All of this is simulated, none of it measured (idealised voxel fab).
Proc. module: voxel self aligned vias
The width of the displayed cross-section, cut, is 155 nm; its cells are square, with a size of 5 nm.
How to read a cross-section here: the picture is a grid of square cells, written as bands going from the top down, and any band can span one or more rows of cells.
Top height, bottom height, nm. Materials left to right, width each, nm. Single material + "full width" = fills band edge to edge. "empty" = empty.
For the purposes of this specification, 0 denotes the height below which the wafer in its as-received condition is composed wholly of one material, and the lowermost band, lacking a lower limit, extends downward without end, as expressed in "0..down".
Graded width ("30..40"): value in top row of band = first number; value in bottom row = second number; row-to-row change constant.
Where a step carries "nothing was modified", the cross-section came out of it unchanged, cell for cell.
Reported under the label "Entrapped voids" are the empty spaces having no open way to the top and comprising 8 cells or more; the notation for each is width x height at distance, in which the distance is measured from the left edge and all three values are in nm.
On a step's line, text after the settings is the simulator commenting on that step.
overlay nm: on a step with a mask, how far right of its planned place the mask lay; negative means left.

**Here's what the planned process steps look like**
1) RECEIVE,material Si
2) CONFORMAL_DEP,material SiO2,thk nm 15
3) CONFORMAL_DEP,material SiCN,thk nm 5
4) DIRECTIONAL_DEP,material lowk,thk nm 30
5) DIRECTIONAL_DEP,material aC,thk nm 15
6) PATTERN,tone open,mask id LINES,material resist,width nm 25,pitch nm 75,thk nm 35,overlay nm 0
7) DIRECTIONAL_ETCH,etch materials aC,depth nm 15
8) STRIP,etch materials resist
9) DIRECTIONAL_ETCH,etch materials lowk,depth nm 30
10) STRIP,etch materials aC
11) CONFORMAL_DEP,material TiN,thk nm 5
12) FILL_DEP,material Ru,thk nm 5
13) CMP,height nm 50
14) SELECTIVE_ETCH,etch materials W Ru TiN,depth nm 5
15) FILL_DEP,material SiN,thk nm 10
16) CMP,height nm 50
17) DIRECTIONAL_DEP,material lowk,thk nm 20
18) DIRECTIONAL_DEP,material aC,thk nm 10
19) PATTERN,tone open,mask id VIAS,material resist,width nm 45,pitch nm 75,thk nm 30,overlay nm 0
20) DIRECTIONAL_ETCH,etch materials aC,depth nm 10
21) STRIP,etch materials resist
22) DIRECTIONAL_ETCH,etch materials lowk,depth nm 20
23) DIRECTIONAL_ETCH,etch materials SiN,depth nm 5
24) STRIP,etch materials aC
25) CONFORMAL_DEP,material TiN,thk nm 5
26) FILL_DEP,material Ru,thk nm 10
27) CMP,height nm 70
28) CONFORMAL_DEP,material SiCN,thk nm 5

**The first wafer of two, processed as planned**

**Delivered wafer in cross-section: state after step 1**
> 0..down = Si full width
> Entrapped voids: none

**How the wafer stands in section after step 2**
> 15..0 = SiO2 full width
> below 0: unchanged

**How the wafer stands in section after step 3**
> 20..15 = SiCN full width
> below 15: unchanged

**How the wafer stands in section after step 4**
> 50..20 = lowk full width
> below 20: unchanged

**How the wafer stands in section after step 5**
> 65..50 = aC full width
> below 50: unchanged

**How the wafer stands in section after step 6**
> 100..65 = resist=25 | empty=25 | resist=50 | empty=25 | resist=30
> below 65: unchanged

**How the wafer stands in section after step 7**
> 85..65 = resist=25 | empty=25 | resist=50 | empty=25 | resist=30
> 65..50 = aC=25 | empty=25 | aC=50 | empty=25 | aC=30
> below 50: unchanged

**How the wafer stands in section after step 8**
> 65..50 = aC=25 | empty=25 | aC=50 | empty=25 | aC=30
> below 50: unchanged

**How the wafer stands in section after step 9**
> 65..50 = aC=25 | empty=25 | aC=50 | empty=25 | aC=30
> 50..20 = lowk=25 | empty=25 | lowk=50 | empty=25 | lowk=30
> below 20: unchanged

**How the wafer stands in section after step 10**
> 50..20 = lowk=25 | empty=25 | lowk=50 | empty=25 | lowk=30
> below 20: unchanged

**How the wafer stands in section after step 11**
> 55..50 = TiN=30 | empty=15 | TiN=60 | empty=15 | TiN=35
> 50..25 = lowk=25 | TiN=5 | empty=15 | TiN=5 | lowk=50 | TiN=5 | empty=15 | TiN=5 | lowk=30
> 25..20 = lowk=25 | TiN=25 | lowk=50 | TiN=25 | lowk=30
> below 20: unchanged

**How the wafer stands in section after step 12**
> 60..55 = Ru full width
> 55..50 = TiN=30 | Ru=15 | TiN=60 | Ru=15 | TiN=35
> 50..25 = lowk=25 | TiN=5 | Ru=15 | TiN=5 | lowk=50 | TiN=5 | Ru=15 | TiN=5 | lowk=30
> below 25: unchanged

**How the wafer stands in section after step 13**
> 50..25 = lowk=25 | TiN=5 | Ru=15 | TiN=5 | lowk=50 | TiN=5 | Ru=15 | TiN=5 | lowk=30
> below 25: unchanged

**How the wafer stands in section after step 14**
> 50..45 = lowk=25 | empty=25 | lowk=50 | empty=25 | lowk=30
> below 45: unchanged

**How the wafer stands in section after step 15**
> 60..50 = SiN full width
> 50..45 = lowk=25 | SiN=25 | lowk=50 | SiN=25 | lowk=30
> below 45: unchanged

**How the wafer stands in section after step 16**
> 50..45 = lowk=25 | SiN=25 | lowk=50 | SiN=25 | lowk=30
> below 45: unchanged

**How the wafer stands in section after step 17**
> 70..50 = lowk full width
> below 50: unchanged

**How the wafer stands in section after step 18**
> 80..70 = aC full width
> below 70: unchanged

**How the wafer stands in section after step 19**
> 110..80 = resist=15 | empty=45 | resist=30 | empty=45 | resist=20
> below 80: unchanged

**How the wafer stands in section after step 20**
> 100..80 = resist=15 | empty=45 | resist=30 | empty=45 | resist=20
> 80..70 = aC=15 | empty=45 | aC=30 | empty=45 | aC=20
> below 70: unchanged

**How the wafer stands in section after step 21**
> 80..70 = aC=15 | empty=45 | aC=30 | empty=45 | aC=20
> below 70: unchanged

**How the wafer stands in section after step 22**
> 80..70 = aC=15 | empty=45 | aC=30 | empty=45 | aC=20
> 70..50 = lowk=15 | empty=45 | lowk=30 | empty=45 | lowk=20
> below 50: unchanged

**How the wafer stands in section after step 23**
> 80..70 = aC=15 | empty=45 | aC=30 | empty=45 | aC=20
> 70..50 = lowk=15 | empty=45 | lowk=30 | empty=45 | lowk=20
> 50..45 = lowk=25 | empty=25 | lowk=50 | empty=25 | lowk=30
> below 45: unchanged

**How the wafer stands in section after step 24**
> 70..50 = lowk=15 | empty=45 | lowk=30 | empty=45 | lowk=20
> below 50: unchanged

**How the wafer stands in section after step 25**
> 75..70 = TiN=20 | empty=35 | TiN=40 | empty=35 | TiN=25
> 70..55 = lowk=15 | TiN=5 | empty=35 | TiN=5 | lowk=30 | TiN=5 | empty=35 | TiN=5 | lowk=20
> 55..50 = lowk=15 | TiN=15 | empty=15 | TiN=15 | lowk=30 | TiN=15 | empty=15 | TiN=15 | lowk=20
> 50..45 = lowk=25 | TiN=25 | lowk=50 | TiN=25 | lowk=30
> below 45: unchanged

**How the wafer stands in section after step 26**
> 85..75 = Ru full width
> 75..70 = TiN=20 | Ru=35 | TiN=40 | Ru=35 | TiN=25
> 70..55 = lowk=15 | TiN=5 | Ru=35 | TiN=5 | lowk=30 | TiN=5 | Ru=35 | TiN=5 | lowk=20
> 55..50 = lowk=15 | TiN=15 | Ru=15 | TiN=15 | lowk=30 | TiN=15 | Ru=15 | TiN=15 | lowk=20
> below 50: unchanged

**How the wafer stands in section after step 27**
> 70..55 = lowk=15 | TiN=5 | Ru=35 | TiN=5 | lowk=30 | TiN=5 | Ru=35 | TiN=5 | lowk=20
> below 55: unchanged

**How the wafer stands in section after step 28**
> 75..70 = SiCN full width
> below 70: unchanged

**The Second Wafer: Common Origin and Plan, One Mistake in Execution, Identical to the First Through Step 5**

**X-section, second wafer, when step 6 was due to finish**
> 100..65 = resist=20 | empty=25 | resist=50 | empty=25 | resist=35
> below 65: unchanged

**X-section, second wafer, when step 7 was due to finish**
> 85..65 = resist=20 | empty=25 | resist=50 | empty=25 | resist=35
> 65..50 = aC=20 | empty=25 | aC=50 | empty=25 | aC=35
> below 50: unchanged

**X-section, second wafer, when step 8 was due to finish**
> 65..50 = aC=20 | empty=25 | aC=50 | empty=25 | aC=35
> below 50: unchanged

**X-section, second wafer, when step 9 was due to finish**
> 65..50 = aC=20 | empty=25 | aC=50 | empty=25 | aC=35
> 50..20 = lowk=20 | empty=25 | lowk=50 | empty=25 | lowk=35
> below 20: unchanged

**X-section, second wafer, when step 10 was due to finish**
> 50..20 = lowk=20 | empty=25 | lowk=50 | empty=25 | lowk=35
> below 20: unchanged

**X-section, second wafer, when step 11 was due to finish**
> 55..50 = TiN=25 | empty=15 | TiN=60 | empty=15 | TiN=40
> 50..25 = lowk=20 | TiN=5 | empty=15 | TiN=5 | lowk=50 | TiN=5 | empty=15 | TiN=5 | lowk=35
> 25..20 = lowk=20 | TiN=25 | lowk=50 | TiN=25 | lowk=35
> below 20: unchanged

**X-section, second wafer, when step 12 was due to finish**
> 60..55 = Ru full width
> 55..50 = TiN=25 | Ru=15 | TiN=60 | Ru=15 | TiN=40
> 50..25 = lowk=20 | TiN=5 | Ru=15 | TiN=5 | lowk=50 | TiN=5 | Ru=15 | TiN=5 | lowk=35
> below 25: unchanged

**X-section, second wafer, when step 13 was due to finish**
> 50..25 = lowk=20 | TiN=5 | Ru=15 | TiN=5 | lowk=50 | TiN=5 | Ru=15 | TiN=5 | lowk=35
> below 25: unchanged

**X-section, second wafer, when step 14 was due to finish**
> 50..45 = lowk=20 | empty=25 | lowk=50 | empty=25 | lowk=35
> below 45: unchanged

**X-section, second wafer, when step 15 was due to finish**
> 60..50 = SiN full width
> 50..45 = lowk=20 | SiN=25 | lowk=50 | SiN=25 | lowk=35
> below 45: unchanged

**X-section, second wafer, when step 16 was due to finish**
> 50..45 = lowk=20 | SiN=25 | lowk=50 | SiN=25 | lowk=35
> below 45: unchanged

**X-section, second wafer, when step 17 was due to finish**
> 70..50 = lowk full width
> below 50: unchanged

**X-section, second wafer, when step 18 was due to finish**
> 80..70 = aC full width
> below 70: unchanged

**X-section, second wafer, when step 19 was due to finish**
> 110..80 = resist=15 | empty=45 | resist=30 | empty=45 | resist=20
> below 80: unchanged

**X-section, second wafer, when step 20 was due to finish**
> 100..80 = resist=15 | empty=45 | resist=30 | empty=45 | resist=20
> 80..70 = aC=15 | empty=45 | aC=30 | empty=45 | aC=20
> below 70: unchanged

**X-section, second wafer, when step 21 was due to finish**
> 80..70 = aC=15 | empty=45 | aC=30 | empty=45 | aC=20
> below 70: unchanged

**X-section, second wafer, when step 22 was due to finish**
> 80..70 = aC=15 | empty=45 | aC=30 | empty=45 | aC=20
> 70..50 = lowk=15 | empty=45 | lowk=30 | empty=45 | lowk=20
> below 50: unchanged

**X-section, second wafer, when step 23 was due to finish**
> 80..70 = aC=15 | empty=45 | aC=30 | empty=45 | aC=20
> 70..50 = lowk=15 | empty=45 | lowk=30 | empty=45 | lowk=20
> 50..45 = lowk=20 | empty=25 | lowk=50 | empty=25 | lowk=35
> below 45: unchanged

**X-section, second wafer, when step 24 was due to finish**
> 70..50 = lowk=15 | empty=45 | lowk=30 | empty=45 | lowk=20
> below 50: unchanged

**X-section, second wafer, when step 25 was due to finish**
> 75..70 = TiN=20 | empty=35 | TiN=40 | empty=35 | TiN=25
> 70..55 = lowk=15 | TiN=5 | empty=35 | TiN=5 | lowk=30 | TiN=5 | empty=35 | TiN=5 | lowk=20
> 55..50 = lowk=15 | TiN=10 | empty=15 | TiN=20 | lowk=30 | TiN=10 | empty=15 | TiN=20 | lowk=20
> 50..45 = lowk=20 | TiN=25 | lowk=50 | TiN=25 | lowk=35
> below 45: unchanged

**X-section, second wafer, when step 26 was due to finish**
> 85..75 = Ru full width
> 75..70 = TiN=20 | Ru=35 | TiN=40 | Ru=35 | TiN=25
> 70..55 = lowk=15 | TiN=5 | Ru=35 | TiN=5 | lowk=30 | TiN=5 | Ru=35 | TiN=5 | lowk=20
> 55..50 = lowk=15 | TiN=10 | Ru=15 | TiN=20 | lowk=30 | TiN=10 | Ru=15 | TiN=20 | lowk=20
> below 50: unchanged

**X-section, second wafer, when step 27 was due to finish**
> 70..55 = lowk=15 | TiN=5 | Ru=35 | TiN=5 | lowk=30 | TiN=5 | Ru=35 | TiN=5 | lowk=20
> below 55: unchanged

**X-section, second wafer, when step 28 was due to finish**
> 75..70 = SiCN full width
> below 70: unchanged
Error vs. plan: for step 6, the planned setting was not used; the step was instead run as PATTERN,tone open,mask id LINES,material resist,width nm 25,pitch nm 75,thk nm 35,overlay nm -5
At the end, each material covers as many cells on the second wafer as it does on the first, though the cells it covers are elsewhere.
